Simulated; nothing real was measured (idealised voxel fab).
Process module in this document: voxel released beams
295 nm wide, 5 nm square cells: that's cross-section cut.
Cross-section layout: square cells on a grid; listed as bands, top to bottom; a band spans one or more cell rows.
This entry defines a band. It first specifies the height of the band's top and the height of its bottom in nm, and then specifies the band's materials from left to right, stating each material with its width in nm. The word "throughout" identifies a single material that fills the band from edge to edge, while the word "air" identifies empty space.
Heads up on the height convention: 0 is the point under which the incoming wafer is all one material, and the lowest band has no bottom, it just keeps going down, like "0 and below".
Note: "30->40" means the width goes from the first number (top row of the band) to the second number (bottom row) in equal steps per row of cells.
Given "all unchanged" for a step, no cell of the cross-section differs between before and after that step.
Voids not open to the top, 8 cells minimum: see "Closed void entries". Written width x height at distance; distance is from the left edge; nm.
It should be noted that, on the line of a given step, the content following the step's settings is a remark produced by the simulator itself with respect to that step.
You can add "overlay nm" to a step's line. For a step with a mask, it describes how far the mask lay to the right of its planned position, and a negative number describes a lay to the left.
### Listed below are the process steps as planned
1. RECEIVE: material Si
2. CONFORMAL_DEP: material Al2O3, thk nm 10
3. DIRECTIONAL_DEP: material SiO2, thk nm 15
4. PATTERN: tone open, mask id ANCHOR, material resist, width nm 35, thk nm 20, overlay nm 0
5. DIRECTIONAL_ETCH: etch materials SiO2, depth nm 15
6. STRIP: etch materials resist
7. CONFORMAL_DEP: material SiN, thk nm 15
8. DIRECTIONAL_DEP: material aC, thk nm 15
9. PATTERN: tone cover, mask id BEAM, material resist, width nm 115, thk nm 30, overlay nm 0
10. DIRECTIONAL_ETCH: etch materials aC, depth nm 15
11. STRIP: etch materials resist
12. DIRECTIONAL_ETCH: etch materials SiN, depth nm 15
13. STRIP: etch materials aC
14. STRIP: etch materials SiO2
### So this is the incoming wafer in cross-section - it's already been through step 1
	0 and below: Si throughout
	Closed void entries: none
### Final cross-section, module run with one mistake (start and plan as above)
	40 down to 25: air=85 / SiN=15 / air=15 / SiN=85 / air=95
	25 down to 10: air=85 / SiN=45 / air=165
	10 down to 0: Al2O3 throughout
	0 and below: Si throughout
	Closed void entries: none
What was the processing mistake? step 4 did not use the planned setting and instead ran as PATTERN: tone open, mask id ANCHOR, material resist, width nm 45, thk nm 20, overlay nm 0
